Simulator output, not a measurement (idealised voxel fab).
Process module, titled voxel self aligned contacts
Section shown: cut. Width: 205 nm. Cell size: 5 nm, square.
When this document writes out a cross-section, it uses a grid of square cells and lists it as bands, beginning at the top and moving down, with a band standing for one or more rows of cells. Top height, bottom height, nm. Materials left to right, width each, nm. Single material + "everywhere" = fills band edge to edge. "air" = empty. Convention: height 0 is the level below which the wafer, as received, is all one material. The lowest band does not terminate at the bottom but continues downward, represented as "0 -> down". When a width is written as two numbers, as in "30 to 40", the first number is the width in the top row of cells of the band and the second is the width in its bottom row, and the width changes by the same amount from each row to the next. Any step labelled "nothing different" changed none of the cells in the cross-section. "Completely sealed voids" lists enclosed empty spaces (at least 8 cells, no open path upward to the top), each as width x height at distance from the left edge, in nm. The remark found on a step's line after its settings is issued by the simulator itself and pertains to that step. overlay nm: right-of-plan distance of the mask on a masked step; negative values mean left-of-plan. Each pair below shows a cross-section before one step and the cross-section after it, down to the lowest band that changed. The line under each pair gives the step between them, with its settings. The pairs can come from different runs of this module on the same starting wafer, so a pair continues from the pair above only where its "Before-step section" says so.
[Before-step section]
    75 -> 60  resist 80 nm, air 40 nm, resist 85 nm
    60 -> 35  SiO2 40 nm, SiN 120 nm, SiO2 45 nm
    35 -> 15  SiO2 40 nm, SiN 15 nm, polySi 30 nm, SiN 30 nm, polySi 30 nm, SiN 15 nm, SiO2 45 nm
    15 -> 5  SiN 55 nm, polySi 30 nm, SiN 30 nm, polySi 30 nm, SiN 60 nm
    5 -> 0  SiO2 everywhere
    0 -> down  Si everywhere
    Completely sealed voids: none
[Resulting Cross-Section]
    60 -> 35  SiO2 40 nm, SiN 120 nm, SiO2 45 nm
    Beneath the level 35, the cross-section is identical to its previous state.
    Completely sealed voids: none
The cross-sections above show the structure before and after this step: op STRIP | etch materials resist
Before-step section: identical to the post-step cross-section of the immediately preceding pair.
[Resulting Cross-Section]
    65 -> 60  TiN everywhere
    Beneath the level 60, the cross-section is identical to its previous state.
    Completely sealed voids: none
The cross-sections above show the structure before and after this step: op CONFORMAL_DEP | material TiN | thk nm 5
Before-step section: identical to the post-step cross-section of the immediately preceding pair.
[Resulting Cross-Section]
    75 -> 65  W everywhere
    Beneath the level 65, the cross-section is identical to its previous state.
    Completely sealed voids: none
The cross-sections above show the structure before and after this step: op FILL_DEP | material W | thk nm 10
Before-step section: identical to the post-step cross-section of the immediately preceding pair.
[Resulting Cross-Section]
    60 -> 35  SiO2 40 nm, SiN 120 nm, SiO2 45 nm
    Beneath the level 35, the cross-section is identical to its previous state.
    Completely sealed voids: none
The cross-sections above show the structure before and after this step: op CMP | height nm 60
Before-step section: identical to the post-step cross-section of the immediately preceding pair.
[Resulting Cross-Section]
    65 -> 60  SiN everywhere
    Beneath the level 60, the cross-section is identical to its previous state.
    Completely sealed voids: none
The cross-sections above show the structure before and after this step: op CONFORMAL_DEP | material SiN | thk nm 5
[Before-step section]
    60 -> 55  SiO2 everywhere
    55 -> 35  SiO2 50 nm, SiN 40 nm, SiO2 20 nm, SiN 40 nm, SiO2 55 nm
    35 -> 5  SiO2 50 nm, SiN 5 nm, polySi 30 nm, SiN 5 nm, SiO2 20 nm, SiN 5 nm, polySi 30 nm, SiN 5 nm, SiO2 55 nm
    5 -> 0  SiO2 everywhere
    0 -> down  Si everywhere
    Completely sealed voids: none
[Resulting Cross-Section]
    75 -> 60  resist 80 nm, air 45 nm, resist 80 nm
    Beneath the level 60, the cross-section is identical to its previous state.
    Completely sealed voids: none
The cross-sections above show the structure before and after this step: op PATTERN | tone open | mask id CONTACT | material resist | width nm 45 | thk nm 15 | overlay nm 0
Before-step section: identical to the post-step cross-section of the immediately preceding pair.
[Resulting Cross-Section]
    75 -> 60  resist 80 nm, air 45 nm, resist 80 nm
    60 -> 55  SiO2 80 nm, air 45 nm, SiO2 80 nm
    55 -> 35  SiO2 50 nm, SiN 40 nm, air 20 nm, SiN 40 nm, SiO2 55 nm
    35 -> 5  SiO2 50 nm, SiN 5 nm, polySi 30 nm, SiN 5 nm, air 20 nm, SiN 5 nm, polySi 30 nm, SiN 5 nm, SiO2 55 nm
    5 -> 0  SiO2 90 nm, air 20 nm, SiO2 95 nm
    Beneath the level 0, the cross-section is identical to its previous state.
    Completely sealed voids: none
The cross-sections above show the structure before and after this step: op DIRECTIONAL_ETCH | etch materials SiO2 | depth nm 60
Before-step section: identical to the post-step cross-section of the immediately preceding pair.
[Resulting Cross-Section]
    60 -> 55  SiO2 80 nm, air 45 nm, SiO2 80 nm
    Beneath the level 55, the cross-section is identical to its previous state.
    Completely sealed voids: none
The cross-sections above show the structure before and after this step: op STRIP | etch materials resist
Before-step section: identical to the post-step cross-section of the immediately preceding pair.
[Resulting Cross-Section]
    65 -> 60  TiN 85 nm, air 35 nm, TiN 85 nm
    60 -> 55  SiO2 80 nm, TiN 15 nm, air 10 nm, TiN 20 nm, SiO2 80 nm
    55 -> 35  SiO2 50 nm, SiN 40 nm, TiN 5 nm, air 10 nm, TiN 5 nm, SiN 40 nm, SiO2 55 nm
    35 -> 5  SiO2 50 nm, SiN 5 nm, polySi 30 nm, SiN 5 nm, TiN 5 nm, air 10 nm, TiN 5 nm, SiN 5 nm, polySi 30 nm, SiN 5 nm, SiO2 55 nm
    5 -> 0  SiO2 90 nm, TiN 20 nm, SiO2 95 nm
    Beneath the level 0, the cross-section is identical to its previous state.
    Completely sealed voids: none
The cross-sections above show the structure before and after this step: op CONFORMAL_DEP | material TiN | thk nm 5
Before-step section: identical to the post-step cross-section of the immediately preceding pair.
[Resulting Cross-Section]
    75 -> 65  W everywhere
    65 -> 60  TiN 85 nm, W 35 nm, TiN 85 nm
    60 -> 55  SiO2 80 nm, TiN 15 nm, W 10 nm, TiN 20 nm, SiO2 80 nm
    55 -> 35  SiO2 50 nm, SiN 40 nm, TiN 5 nm, W 10 nm, TiN 5 nm, SiN 40 nm, SiO2 55 nm
    35 -> 5  SiO2 50 nm, SiN 5 nm, polySi 30 nm, SiN 5 nm, TiN 5 nm, W 10 nm, TiN 5 nm, SiN 5 nm, polySi 30 nm, SiN 5 nm, SiO2 55 nm
    Beneath the level 5, the cross-section is identical to its previous state.
    Completely sealed voids: none
The cross-sections above show the structure before and after this step: op FILL_DEP | material W | thk nm 10
Before-step section: identical to the post-step cross-section of the immediately preceding pair.
[Resulting Cross-Section]
    60 -> 55  SiO2 80 nm, TiN 15 nm, W 10 nm, TiN 20 nm, SiO2 80 nm
    Beneath the level 55, the cross-section is identical to its previous state.
    Completely sealed voids: none
The cross-sections above show the structure before and after this step: op CMP | height nm 60
Before-step section: identical to the post-step cross-section of the immediately preceding pair.
[Resulting Cross-Section]
    65 -> 60  SiN everywhere
    Beneath the level 60, the cross-section is identical to its previous state.
    Completely sealed voids: none
The cross-sections above show the structure before and after this step: op CONFORMAL_DEP | material SiN | thk nm 5
[Before-step section]
    55 -> 35  SiN everywhere
    35 -> 5  polySi everywhere
    5 -> 0  SiO2 everywhere
    0 -> down  Si everywhere
    Completely sealed voids: none
[Resulting Cross-Section]
    75 -> 55  air 65 nm, resist 30 nm, air 30 nm, resist 30 nm, air 50 nm
    Beneath the level 55, the cross-section is identical to its previous state.
    Completely sealed voids: none
The cross-sections above show the structure before and after this step: op PATTERN | tone cover | mask id GATE | material resist | width nm 30 | pitch nm 60 | thk nm 20 | overlay nm 10
Before-step section: identical to the post-step cross-section of the immediately preceding pair.
[Resulting Cross-Section]
    75 -> 55  air 65 nm, resist 30 nm, air 30 nm, resist 30 nm, air 50 nm
    55 -> 35  air 65 nm, SiN 30 nm, air 30 nm, SiN 30 nm, air 50 nm
    Beneath the level 35, the cross-section is identical to its previous state.
    Completely sealed voids: none
The cross-sections above show the structure before and after this step: op DIRECTIONAL_ETCH | etch materials SiN | depth nm 20
Before-step section: identical to the post-step cross-section of the immediately preceding pair.
[Resulting Cross-Section]
    75 -> 55  air 65 nm, resist 30 nm, air 30 nm, resist 30 nm, air 50 nm
    55 -> 35  air 65 nm, SiN 30 nm, air 30 nm, SiN 30 nm, air 50 nm
    35 -> 5  air 65 nm, polySi 30 nm, air 30 nm, polySi 30 nm, air 50 nm
    Beneath the level 5, the cross-section is identical to its previous state.
    Completely sealed voids: none
The cross-sections above show the structure before and after this step: op DIRECTIONAL_ETCH | etch materials polySi | depth nm 30
Before-step section: identical to the post-step cross-section of the immediately preceding pair.
[Resulting Cross-Section]
    55 -> 35  air 65 nm, SiN 30 nm, air 30 nm, SiN 30 nm, air 50 nm
    Beneath the level 35, the cross-section is identical to its previous state.
    Completely sealed voids: none
The cross-sections above show the structure before and after this step: op STRIP | etch materials resist
Before-step section: identical to the post-step cross-section of the immediately preceding pair.
[Resulting Cross-Section]
    60 -> 35  air 60 nm, SiN 40 nm, air 20 nm, SiN 40 nm, air 45 nm
    35 -> 10  air 60 nm, SiN 5 nm, polySi 30 nm, SiN 5 nm, air 20 nm, SiN 5 nm, polySi 30 nm, SiN 5 nm, air 45 nm
    10 -> 5  SiN 65 nm, polySi 30 nm, SiN 30 nm, polySi 30 nm, SiN 50 nm
    Beneath the level 5, the cross-section is identical to its previous state.
    Completely sealed voids: none
The cross-sections above show the structure before and after this step: op CONFORMAL_DEP | material SiN | thk nm 5
Before-step section: identical to the post-step cross-section of the immediately preceding pair.
[Resulting Cross-Section]
    55 -> 35  air 60 nm, SiN 40 nm, air 20 nm, SiN 40 nm, air 45 nm
    35 -> 5  air 60 nm, SiN 5 nm, polySi 30 nm, SiN 5 nm, air 20 nm, SiN 5 nm, polySi 30 nm, SiN 5 nm, air 45 nm
    Beneath the level 5, the cross-section is identical to its previous state.
    Completely sealed voids: none
The cross-sections above show the structure before and after this step: op DIRECTIONAL_ETCH | etch materials SiN | depth nm 5
Before-step section: identical to the post-step cross-section of the immediately preceding pair.
[Resulting Cross-Section]
    70 -> 55  SiO2 everywhere
    55 -> 35  SiO2 60 nm, SiN 40 nm, SiO2 20 nm, SiN 40 nm, SiO2 45 nm
    35 -> 5  SiO2 60 nm, SiN 5 nm, polySi 30 nm, SiN 5 nm, SiO2 20 nm, SiN 5 nm, polySi 30 nm, SiN 5 nm, SiO2 45 nm
    Beneath the level 5, the cross-section is identical to its previous state.
    Completely sealed voids: none
The cross-sections above show the structure before and after this step: op FILL_DEP | material SiO2 | thk nm 15
Before-step section: identical to the post-step cross-section of the immediately preceding pair.
[Resulting Cross-Section]
    60 -> 55  SiO2 everywhere
    Beneath the level 55, the cross-section is identical to its previous state.
    Completely sealed voids: none
The cross-sections above show the structure before and after this step: op CMP | height nm 60
Before-step section: identical to the post-step cross-section of the immediately preceding pair.
[Resulting Cross-Section]
    75 -> 60  resist 80 nm, air 40 nm, resist 85 nm
    Beneath the level 60, the cross-section is identical to its previous state.
    Completely sealed voids: none
The cross-sections above show the structure before and after this step: op PATTERN | tone open | mask id CONTACT | material resist | width nm 40 | thk nm 15 | overlay nm 0
Before-step section: identical to the post-step cross-section of the immediately preceding pair.
[Resulting Cross-Section]
    75 -> 60  resist 80 nm, air 40 nm, resist 85 nm
    60 -> 55  SiO2 80 nm, air 40 nm, SiO2 85 nm
    55 -> 35  SiO2 60 nm, SiN 40 nm, air 20 nm, SiN 40 nm, SiO2 45 nm
    35 -> 5  SiO2 60 nm, SiN 5 nm, polySi 30 nm, SiN 5 nm, air 20 nm, SiN 5 nm, polySi 30 nm, SiN 5 nm, SiO2 45 nm
    5 -> 0  SiO2 100 nm, air 20 nm, SiO2 85 nm
    Beneath the level 0, the cross-section is identical to its previous state.
    Completely sealed voids: none
The cross-sections above show the structure before and after this step: op DIRECTIONAL_ETCH | etch materials SiO2 | depth nm 60
Before-step section: identical to the post-step cross-section of the immediately preceding pair.
[Resulting Cross-Section]
    60 -> 55  SiO2 80 nm, air 40 nm, SiO2 85 nm
    Beneath the level 55, the cross-section is identical to its previous state.
    Completely sealed voids: none
The cross-sections above show the structure before and after this step: op STRIP | etch materials resist
Before-step section: identical to the post-step cross-section of the immediately preceding pair.
[Resulting Cross-Section]
    65 -> 60  TiN 85 nm, air 30 nm, TiN 90 nm
    60 -> 55  SiO2 80 nm, TiN 25 nm, air 10 nm, TiN 5 nm, SiO2 85 nm
    55 -> 35  SiO2 60 nm, SiN 40 nm, TiN 5 nm, air 10 nm, TiN 5 nm, SiN 40 nm, SiO2 45 nm
    35 -> 5  SiO2 60 nm, SiN 5 nm, polySi 30 nm, SiN 5 nm, TiN 5 nm, air 10 nm, TiN 5 nm, SiN 5 nm, polySi 30 nm, SiN 5 nm, SiO2 45 nm
    5 -> 0  SiO2 100 nm, TiN 20 nm, SiO2 85 nm
    Beneath the level 0, the cross-section is identical to its previous state.
    Completely sealed voids: none
The cross-sections above show the structure before and after this step: op CONFORMAL_DEP | material TiN | thk nm 5
Before-step section: identical to the post-step cross-section of the immediately preceding pair.
[Resulting Cross-Section]
    75 -> 65  W everywhere
    65 -> 60  TiN 85 nm, W 30 nm, TiN 90 nm
    60 -> 55  SiO2 80 nm, TiN 25 nm, W 10 nm, TiN 5 nm, SiO2 85 nm
    55 -> 35  SiO2 60 nm, SiN 40 nm, TiN 5 nm, W 10 nm, TiN 5 nm, SiN 40 nm, SiO2 45 nm
    35 -> 5  SiO2 60 nm, SiN 5 nm, polySi 30 nm, SiN 5 nm, TiN 5 nm, W 10 nm, TiN 5 nm, SiN 5 nm, polySi 30 nm, SiN 5 nm, SiO2 45 nm
    Beneath the level 5, the cross-section is identical to its previous state.
    Completely sealed voids: none
The cross-sections above show the structure before and after this step: op FILL_DEP | material W | thk nm 10
Before-step section: identical to the post-step cross-section of the immediately preceding pair.
[Resulting Cross-Section]
    60 -> 55  SiO2 80 nm, TiN 25 nm, W 10 nm, TiN 5 nm, SiO2 85 nm
    Beneath the level 55, the cross-section is identical to its previous state.
    Completely sealed voids: none
The cross-sections above show the structure before and after this step: op CMP | height nm 60
Before-step section: identical to the post-step cross-section of the immediately preceding pair.
[Resulting Cross-Section]
    65 -> 60  SiN everywhere
    Beneath the level 60, the cross-section is identical to its previous state.
    Completely sealed voids: none
The cross-sections above show the structure before and after this step: op CONFORMAL_DEP | material SiN | thk nm 5
[Before-step section]
    5 -> 0  SiO2 everywhere
    0 -> down  Si everywhere
    Completely sealed voids: none
[Resulting Cross-Section]
    35 -> 0  SiO2 everywhere
    Beneath the level 0, the cross-section is identical to its previous state.
    Completely sealed voids: none
The cross-sections above show the structure before and after this step: op DIRECTIONAL_DEP | material SiO2 | thk nm 30
Before-step section: identical to the post-step cross-section of the immediately preceding pair.
[Resulting Cross-Section]
    55 -> 35  SiN everywhere
    Beneath the level 35, the cross-section is identical to its previous state.
    Completely sealed voids: none
The cross-sections above show the structure before and after this step: op DIRECTIONAL_DEP | material SiN | thk nm 20
Before-step section: identical to the post-step cross-section of the immediately preceding pair.
[Resulting Cross-Section]
    75 -> 55  air 55 nm, resist 30 nm, air 30 nm, resist 30 nm, air 60 nm
    Beneath the level 55, the cross-section is identical to its previous state.
    Completely sealed voids: none
The cross-sections above show the structure before and after this step: op PATTERN | tone cover | mask id GATE | material resist | width nm 30 | pitch nm 60 | thk nm 20 | overlay nm 0
Before-step section: identical to the post-step cross-section of the immediately preceding pair.
[Resulting Cross-Section]
    75 -> 55  air 55 nm, resist 30 nm, air 30 nm, resist 30 nm, air 60 nm
    55 -> 35  air 55 nm, SiN 30 nm, air 30 nm, SiN 30 nm, air 60 nm
    Beneath the level 35, the cross-section is identical to its previous state.
    Completely sealed voids: none
The cross-sections above show the structure before and after this step: op DIRECTIONAL_ETCH | etch materials SiN | depth nm 20
Before-step section: identical to the post-step cross-section of the immediately preceding pair.
[Resulting Cross-Section]
    55 -> 35  air 55 nm, SiN 30 nm, air 30 nm, SiN 30 nm, air 60 nm
    Beneath the level 35, the cross-section is identical to its previous state.
    Completely sealed voids: none
The cross-sections above show the structure before and after this step: op STRIP | etch materials resist
Before-step section: identical to the post-step cross-section of the immediately preceding pair.
[Resulting Cross-Section]
    60 -> 40  air 50 nm, SiN 40 nm, air 20 nm, SiN 40 nm, air 55 nm
    40 -> 35  SiN everywhere
    Beneath the level 35, the cross-section is identical to its previous state.
    Completely sealed voids: none
The cross-sections above show the structure before and after this step: op CONFORMAL_DEP | material SiN | thk nm 5
Before-step section: identical to the post-step cross-section of the immediately preceding pair.
[Resulting Cross-Section]
    55 -> 35  air 50 nm, SiN 40 nm, air 20 nm, SiN 40 nm, air 55 nm
    Beneath the level 35, the cross-section is identical to its previous state.
    Completely sealed voids: none
The cross-sections above show the structure before and after this step: op DIRECTIONAL_ETCH | etch materials SiN | depth nm 5
Before-step section: identical to the post-step cross-section of the immediately preceding pair.
[Resulting Cross-Section]
    70 -> 55  SiO2 everywhere
    55 -> 35  SiO2 50 nm, SiN 40 nm, SiO2 20 nm, SiN 40 nm, SiO2 55 nm
    Beneath the level 35, the cross-section is identical to its previous state.
    Completely sealed voids: none
The cross-sections above show the structure before and after this step: op FILL_DEP | material SiO2 | thk nm 15
Before-step section: identical to the post-step cross-section of the immediately preceding pair.
[Resulting Cross-Section]
    60 -> 55  SiO2 everywhere
    Beneath the level 55, the cross-section is identical to its previous state.
    Completely sealed voids: none
The cross-sections above show the structure before and after this step: op CMP | height nm 60
Before-step section: identical to the post-step cross-section of the immediately preceding pair.
[Resulting Cross-Section]
    75 -> 60  resist 80 nm, air 40 nm, resist 85 nm
    Beneath the level 60, the cross-section is identical to its previous state.
    Completely sealed voids: none
The cross-sections above show the structure before and after this step: op PATTERN | tone open | mask id CONTACT | material resist | width nm 40 | thk nm 15 | overlay nm 0
Before-step section: identical to the post-step cross-section of the immediately preceding pair.
[Resulting Cross-Section]
    75 -> 60  resist 80 nm, air 40 nm, resist 85 nm
    60 -> 55  SiO2 80 nm, air 40 nm, SiO2 85 nm
    55 -> 35  SiO2 50 nm, SiN 40 nm, air 20 nm, SiN 40 nm, SiO2 55 nm
    35 -> 0  SiO2 90 nm, air 20 nm, SiO2 95 nm
    Beneath the level 0, the cross-section is identical to its previous state.
    Completely sealed voids: none
The cross-sections above show the structure before and after this step: op DIRECTIONAL_ETCH | etch materials SiO2 | depth nm 60
Before-step section: identical to the post-step cross-section of the immediately preceding pair.
[Resulting Cross-Section]
    60 -> 55  SiO2 80 nm, air 40 nm, SiO2 85 nm
    Beneath the level 55, the cross-section is identical to its previous state.
    Completely sealed voids: none
The cross-sections above show the structure before and after this step: op STRIP | etch materials resist
Before-step section: identical to the post-step cross-section of the immediately preceding pair.
[Resulting Cross-Section]
    65 -> 60  TiN 85 nm, air 30 nm, TiN 90 nm
    60 -> 55  SiO2 80 nm, TiN 15 nm, air 10 nm, TiN 15 nm, SiO2 85 nm
    55 -> 35  SiO2 50 nm, SiN 40 nm, TiN 5 nm, air 10 nm, TiN 5 nm, SiN 40 nm, SiO2 55 nm
    35 -> 5  SiO2 90 nm, TiN 5 nm, air 10 nm, TiN 5 nm, SiO2 95 nm
    5 -> 0  SiO2 90 nm, TiN 20 nm, SiO2 95 nm
    Beneath the level 0, the cross-section is identical to its previous state.
    Completely sealed voids: none
The cross-sections above show the structure before and after this step: op CONFORMAL_DEP | material TiN | thk nm 5
Before-step section: identical to the post-step cross-section of the immediately preceding pair.
[Resulting Cross-Section]
    75 -> 65  W everywhere
    65 -> 60  TiN 85 nm, W 30 nm, TiN 90 nm
    60 -> 55  SiO2 80 nm, TiN 15 nm, W 10 nm, TiN 15 nm, SiO2 85 nm
    55 -> 35  SiO2 50 nm, SiN 40 nm, TiN 5 nm, W 10 nm, TiN 5 nm, SiN 40 nm, SiO2 55 nm
    35 -> 5  SiO2 90 nm, TiN 5 nm, W 10 nm, TiN 5 nm, SiO2 95 nm
    Beneath the level 5, the cross-section is identical to its previous state.
    Completely sealed voids: none
The cross-sections above show the structure before and after this step: op FILL_DEP | material W | thk nm 10
Before-step section: identical to the post-step cross-section of the immediately preceding pair.
[Resulting Cross-Section]
    60 -> 55  SiO2 80 nm, TiN 15 nm, W 10 nm, TiN 15 nm, SiO2 85 nm
    Beneath the level 55, the cross-section is identical to its previous state.
    Completely sealed voids: none
The cross-sections above show the structure before and after this step: op CMP | height nm 60
Before-step section: identical to the post-step cross-section of the immediately preceding pair.
[Resulting Cross-Section]
    65 -> 60  SiN everywhere
    Beneath the level 60, the cross-section is identical to its previous state.
    Completely sealed voids: none
The cross-sections above show the structure before and after this step: op CONFORMAL_DEP | material SiN | thk nm 5
[Before-step section]
    60 -> 55  SiO2 everywhere
    55 -> 35  SiO2 50 nm, SiN 40 nm, SiO2 20 nm, SiN 40 nm, SiO2 55 nm
    35 -> 5  SiO2 50 nm, SiN 5 nm, polySi 30 nm, SiN 5 nm, SiO2 20 nm, SiN 5 nm, polySi 30 nm, SiN 5 nm, SiO2 55 nm
    5 -> 0  SiO2 everywhere
    0 -> down  Si everywhere
    Completely sealed voids: none
[Resulting Cross-Section]
    75 -> 60  air 80 nm, resist 40 nm, air 85 nm
    Beneath the level 60, the cross-section is identical to its previous state.
    Completely sealed voids: none
The cross-sections above show the structure before and after this step: op PATTERN | tone cover | mask id CONTACT | material resist | width nm 40 | thk nm 15 | overlay nm 0
Before-step section: identical to the post-step cross-section of the immediately preceding pair.
[Resulting Cross-Section]
    75 -> 60  air 80 nm, resist 40 nm, air 85 nm
    60 -> 55  air 80 nm, SiO2 40 nm, air 85 nm
    55 -> 35  air 50 nm, SiN 40 nm, SiO2 20 nm, SiN 40 nm, air 55 nm
    35 -> 5  air 50 nm, SiN 5 nm, polySi 30 nm, SiN 5 nm, SiO2 20 nm, SiN 5 nm, polySi 30 nm, SiN 5 nm, air 55 nm
    5 -> 0  air 50 nm, SiO2 100 nm, air 55 nm
    Beneath the level 0, the cross-section is identical to its previous state.
    Completely sealed voids: none
The cross-sections above show the structure before and after this step: op DIRECTIONAL_ETCH | etch materials SiO2 | depth nm 60
Before-step section: identical to the post-step cross-section of the immediately preceding pair.
[Resulting Cross-Section]
    60 -> 55  air 80 nm, SiO2 40 nm, air 85 nm
    Beneath the level 55, the cross-section is identical to its previous state.
    Completely sealed voids: none
The cross-sections above show the structure before and after this step: op STRIP | etch materials resist
Before-step section: identical to the post-step cross-section of the immediately preceding pair.
[Resulting Cross-Section]
    65 -> 60  air 75 nm, TiN 50 nm, air 80 nm
    60 -> 55  air 45 nm, TiN 35 nm, SiO2 40 nm, TiN 35 nm, air 50 nm
    55 -> 35  air 45 nm, TiN 5 nm, SiN 40 nm, SiO2 20 nm, SiN 40 nm, TiN 5 nm, air 50 nm
    35 -> 5  air 45 nm, TiN 5 nm, SiN 5 nm, polySi 30 nm, SiN 5 nm, SiO2 20 nm, SiN 5 nm, polySi 30 nm, SiN 5 nm, TiN 5 nm, air 50 nm
    5 -> 0  TiN 50 nm, SiO2 100 nm, TiN 55 nm
    Beneath the level 0, the cross-section is identical to its previous state.
    Completely sealed voids: none
The cross-sections above show the structure before and after this step: op CONFORMAL_DEP | material TiN | thk nm 5
Before-step section: identical to the post-step cross-section of the immediately preceding pair.
[Resulting Cross-Section]
    75 -> 65  W everywhere
    65 -> 60  W 75 nm, TiN 50 nm, W 80 nm
    60 -> 55  W 45 nm, TiN 35 nm, SiO2 40 nm, TiN 35 nm, W 50 nm
    55 -> 35  W 45 nm, TiN 5 nm, SiN 40 nm, SiO2 20 nm, SiN 40 nm, TiN 5 nm, W 50 nm
    35 -> 5  W 45 nm, TiN 5 nm, SiN 5 nm, polySi 30 nm, SiN 5 nm, SiO2 20 nm, SiN 5 nm, polySi 30 nm, SiN 5 nm, TiN 5 nm, W 50 nm
    Beneath the level 5, the cross-section is identical to its previous state.
    Completely sealed voids: none
The cross-sections above show the structure before and after this step: op FILL_DEP | material W | thk nm 10
Before-step section: identical to the post-step cross-section of the immediately preceding pair.
[Resulting Cross-Section]
    60 -> 55  W 45 nm, TiN 35 nm, SiO2 40 nm, TiN 35 nm, W 50 nm
    Beneath the level 55, the cross-section is identical to its previous state.
    Completely sealed voids: none
The cross-sections above show the structure before and after this step: op CMP | height nm 60
Before-step section: identical to the post-step cross-section of the immediately preceding pair.
[Resulting Cross-Section]
    65 -> 60  SiN everywhere
    Beneath the level 60, the cross-section is identical to its previous state.
    Completely sealed voids: none
The cross-sections above show the structure before and after this step: op CONFORMAL_DEP | material SiN | thk nm 5
